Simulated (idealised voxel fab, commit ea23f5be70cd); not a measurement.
Process module under the name voxel transistor to metal
Displayed cross-section: cut, width of 210 nm, square cells sized 5 nm.
Cross-section spec: square-cell grid; bands listed top down; each band is one or more rows. The band entry comprises the height of the band's top followed by the height of its bottom, expressed in nm, and subsequently the band's materials from left to right, each stated together with its width in nm. Where a single material is marked with the word "edge to edge", that material fills the band from edge to edge. The word "blank" represents empty space. Where do heights start? At 0: under that level the wafer as delivered is made of one material only. And the lowest band has no floor; it just carries on downward, as in "0..down". Width "30..40": first value at the band's top row of cells, second value at its bottom row, equal change from row to row. Basically "stayed the same" means that step didn't change any cell in the cross-section. "Cavities, closed" specifies each empty space that is not open to the top and that occupies no fewer than 8 cells, using the form width x height at distance, the distance measured from the left edge and all three quantities in nm. Read whatever lies past the settings on a step's line as the simulator's own remark about the step. When a step includes a mask, the "overlay nm" setting on its line states how far to the right of its planned place that mask lay, and negative values state how far to the left.

### List of planned process steps
1 RECEIVE: material Si
2 CONFORMAL_DEP: material SiO2, thk nm 5
3 CONFORMAL_DEP: material SiN, thk nm 10
4 DIRECTIONAL_DEP: material aC, thk nm 10
5 PATTERN: tone cover, mask id ACTIVE, material resist, width nm 105, thk nm 25, overlay nm 0
6 DIRECTIONAL_ETCH: etch materials aC, depth nm 10
7 STRIP: etch materials resist
8 DIRECTIONAL_ETCH: etch materials SiN, depth nm 10
9 DIRECTIONAL_ETCH: etch materials SiO2, depth nm 5
10 DIRECTIONAL_ETCH: etch materials Si, depth nm 30
11 STRIP: etch materials aC
12 FILL_DEP: material SiO2, thk nm 15
13 CMP: height nm 15
14 SELECTIVE_ETCH: etch materials SiO2, depth nm 5
15 STRIP: etch materials SiN
16 SELECTIVE_ETCH: etch materials SiO2, depth nm 5
17 OXIDIZE: depth nm 5
18 DIRECTIONAL_DEP: material polySi, thk nm 20
19 DIRECTIONAL_DEP: material SiCN, thk nm 10
20 DIRECTIONAL_DEP: material aC, thk nm 10
21 PATTERN: tone cover, mask id GATE, material resist, width nm 15, thk nm 30, overlay nm 0
22 DIRECTIONAL_ETCH: etch materials aC, depth nm 10
23 STRIP: etch materials resist
24 DIRECTIONAL_ETCH: etch materials SiCN, depth nm 20
25 DIRECTIONAL_ETCH: etch materials polySi, depth nm 30
26 STRIP: etch materials aC
27 CONFORMAL_DEP: material SiN, thk nm 5
28 DIRECTIONAL_ETCH: etch materials SiN, depth nm 5
29 DIRECTIONAL_ETCH: etch materials SiO2, depth nm 5
30 EPI: material pSi, thk nm 5
31 FILL_DEP: material SiO2, thk nm 10
32 CMP: height nm 30
33 DIRECTIONAL_DEP: material SiO2, thk nm 15
34 PATTERN: tone open, mask id CONTACT, material resist, width nm 30, pitch nm 55, thk nm 20, overlay nm 0
35 DIRECTIONAL_ETCH: etch materials SiO2, depth nm 45
36 STRIP: etch materials resist
37 CONFORMAL_DEP: material TiN, thk nm 5
38 FILL_DEP: material W, thk nm 5
39 CMP: height nm 45
40 DIRECTIONAL_DEP: material TiN, thk nm 5
41 DIRECTIONAL_DEP: material W, thk nm 25
42 DIRECTIONAL_DEP: material aC, thk nm 15
43 PATTERN: tone cover, mask id METAL_1, material resist, width nm 15, pitch nm 70, thk nm 35, overlay nm 0
44 DIRECTIONAL_ETCH: etch materials aC, depth nm 15
45 STRIP: etch materials resist
46 DIRECTIONAL_ETCH: etch materials W, depth nm 25
47 DIRECTIONAL_ETCH: etch materials TiN, depth nm 5
48 STRIP: etch materials aC
49 FILL_DEP: material SiO2, thk nm 10
50 CMP: height nm 75
51 CONFORMAL_DEP: material SiN, thk nm 5

### As-received wafer cross-section (after step 1)
0..down | Si edge to edge
Cavities, closed: none

### First of two wafers, end-of-module section, run followed plan
80..75 | SiN edge to edge
75..50 | 60 nm SiO2 | 15 nm W | 55 nm SiO2 | 15 nm W | 65 nm SiO2
50..45 | 60 nm SiO2 | 15 nm TiN | 55 nm SiO2 | 15 nm TiN | 65 nm SiO2
45..30 | 60 nm SiO2 | 5 nm TiN | 20 nm W | 5 nm TiN | 25 nm SiO2 | 5 nm TiN | 20 nm W | 5 nm TiN | 65 nm SiO2
30..20 | 60 nm SiO2 | 5 nm TiN | 20 nm W | 5 nm TiN | 5 nm SiN | 15 nm SiCN | 5 nm SiN | 5 nm TiN | 20 nm W | 5 nm TiN | 65 nm SiO2
20..5 | 60 nm SiO2 | 5 nm TiN | 20 nm W | 5 nm TiN | 5 nm SiN | 15 nm polySi | 5 nm SiN | 5 nm TiN | 20 nm W | 5 nm TiN | 65 nm SiO2
5..0 | 45 nm SiO2 | 5 nm SiN | 10 nm SiO2 | 30 nm TiN | 5 nm SiN | 15 nm polySi | 5 nm SiN | 30 nm TiN | 10 nm SiO2 | 5 nm SiN | 50 nm SiO2
0..-5 | 50 nm SiO2 | 40 nm pSi | 25 nm SiO2 | 40 nm pSi | 55 nm SiO2
-5..-30 | 50 nm SiO2 | 105 nm Si | 55 nm SiO2
-30..down | Si edge to edge
Cavities, closed: none

### Second wafer of the two, sectioned at the end of the module. It began like the first and followed the same plan, but one mistake was made while running it
80..75 | SiN edge to edge
75..70 | SiO2 edge to edge
70..50 | 60 nm SiO2 | 15 nm W | 55 nm SiO2 | 15 nm W | 65 nm SiO2
50..45 | 60 nm SiO2 | 15 nm TiN | 55 nm SiO2 | 15 nm TiN | 65 nm SiO2
45..30 | 60 nm SiO2 | 5 nm TiN | 20 nm W | 5 nm TiN | 25 nm SiO2 | 5 nm TiN | 20 nm W | 5 nm TiN | 65 nm SiO2
30..20 | 60 nm SiO2 | 5 nm TiN | 20 nm W | 5 nm TiN | 5 nm SiN | 15 nm SiCN | 5 nm SiN | 5 nm TiN | 20 nm W | 5 nm TiN | 65 nm SiO2
20..5 | 60 nm SiO2 | 5 nm TiN | 20 nm W | 5 nm TiN | 5 nm SiN | 15 nm polySi | 5 nm SiN | 5 nm TiN | 20 nm W | 5 nm TiN | 65 nm SiO2
5..0 | 45 nm SiO2 | 5 nm SiN | 10 nm SiO2 | 30 nm TiN | 5 nm SiN | 15 nm polySi | 5 nm SiN | 30 nm TiN | 10 nm SiO2 | 5 nm SiN | 50 nm SiO2
0..-5 | 50 nm SiO2 | 40 nm pSi | 25 nm SiO2 | 40 nm pSi | 55 nm SiO2
-5..-30 | 50 nm SiO2 | 105 nm Si | 55 nm SiO2
-30..down | Si edge to edge
Cavities, closed: none
what went wrong: contrary to plan, step 41 was performed as DIRECTIONAL_DEP: material W, thk nm 20
Upon completion, the second wafer contains, in terms of cells, a greater or smaller amount of certain materials than the first wafer: 6 more of SiO2 | 6 fewer of W
